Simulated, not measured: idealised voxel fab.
The process module presented herein is designated voxel ribs on slabs.
Xsec cut, 155 nm wide, square cell size 5 nm.
Square cells in a grid make up a cross-section in this document, and the grid is given as bands, listed from the top down, each one or more rows of cells. Top height, bottom height, nm. Materials left to right, width each, nm. Single material + "all across" = fills band edge to edge. "empty" = empty. Heights from 0 (as-received wafer is one material below). Bottom band endless downward, as "top 0, no bottom". The expression "30->40" gives the width at the extremes of the band, the first number at its top row of cells and the second at its bottom row, with the width changing by equal amounts from each row to the next in between. What does "left unchanged" mean for a step? It means no cell of the cross-section changed in that step. What "Closed internal voids" gives you is every empty space of 8 cells or more that is cut off from the top. Each appears as width x height at distance, with the distance taken from the left edge and width, height and distance all in nm. On each step's line, the part that comes after the settings is the simulator's own comment on the step. The optional step-line setting "overlay nm" applies to steps with a mask and quantifies how far to the right of its planned location the mask lay, a negative value indicating leftward placement.
# List of planned process steps
1,RECEIVE, material Si
2,DIRECTIONAL_DEP, material SiO2, thk nm 20
3,DIRECTIONAL_DEP, material polySi, thk nm 20
4,PATTERN, tone cover, mask id RIB, material resist, width nm 20, thk nm 20, overlay nm 0
5,DIRECTIONAL_ETCH, etch materials polySi, depth nm 15
6,STRIP, etch materials resist
7,PATTERN, tone cover, mask id SLAB, material resist, width nm 60, thk nm 20, overlay nm 0
8,DIRECTIONAL_ETCH, etch materials polySi, depth nm 5
9,STRIP, etch materials resist
10,FILL_DEP, material SiO2, thk nm 25
11,CMP, height nm 60
12,DIRECTIONAL_DEP, material W, thk nm 5
13,PATTERN, tone cover, mask id HEATER, material resist, width nm 30, thk nm 15, overlay nm 0
14,DIRECTIONAL_ETCH, etch materials W, depth nm 5
15,STRIP, etch materials resist
16,CONFORMAL_DEP, material SiO2, thk nm 5
# Cross-sectional view of the wafer in its as-received condition, corresponding to the state after step 1
* top 0, no bottom  Si all across
* Closed internal voids: none
# Module complete - cross-section of the first of two wafers, run according to plan
* top 70, bottom 65  55 nm empty, then 40 nm SiO2, then 60 nm empty
* top 65, bottom 60  60 nm SiO2, then 30 nm W, then 65 nm SiO2
* top 60, bottom 40  SiO2 all across
* top 40, bottom 25  65 nm SiO2, then 20 nm polySi, then 70 nm SiO2
* top 25, bottom 20  45 nm SiO2, then 60 nm polySi, then 50 nm SiO2
* top 20, bottom 0  SiO2 all across
* top 0, no bottom  Si all across
* Closed internal voids: none
# Cross-sectional image of the second wafer of the two following completion of the module. Starting state and process plan were the same as for the first wafer; one execution error occurred
* top 70, bottom 65  55 nm empty, then 40 nm SiO2, then 60 nm empty
* top 65, bottom 60  60 nm SiO2, then 30 nm W, then 65 nm SiO2
* top 60, bottom 40  SiO2 all across
* top 40, bottom 25  55 nm SiO2, then 20 nm polySi, then 80 nm SiO2
* top 25, bottom 20  45 nm SiO2, then 60 nm polySi, then 50 nm SiO2
* top 20, bottom 0  SiO2 all across
* top 0, no bottom  Si all across
* Closed internal voids: none
Where did the run depart from the plan? it should be noted that step 4 was executed with settings other than those planned, the operation and settings actually applied being PATTERN, tone cover, mask id RIB, material resist, width nm 20, thk nm 20, overlay nm -10
When the process is done, the second wafer contains the same cell count of every material as the first wafer, but distributed over other locations.
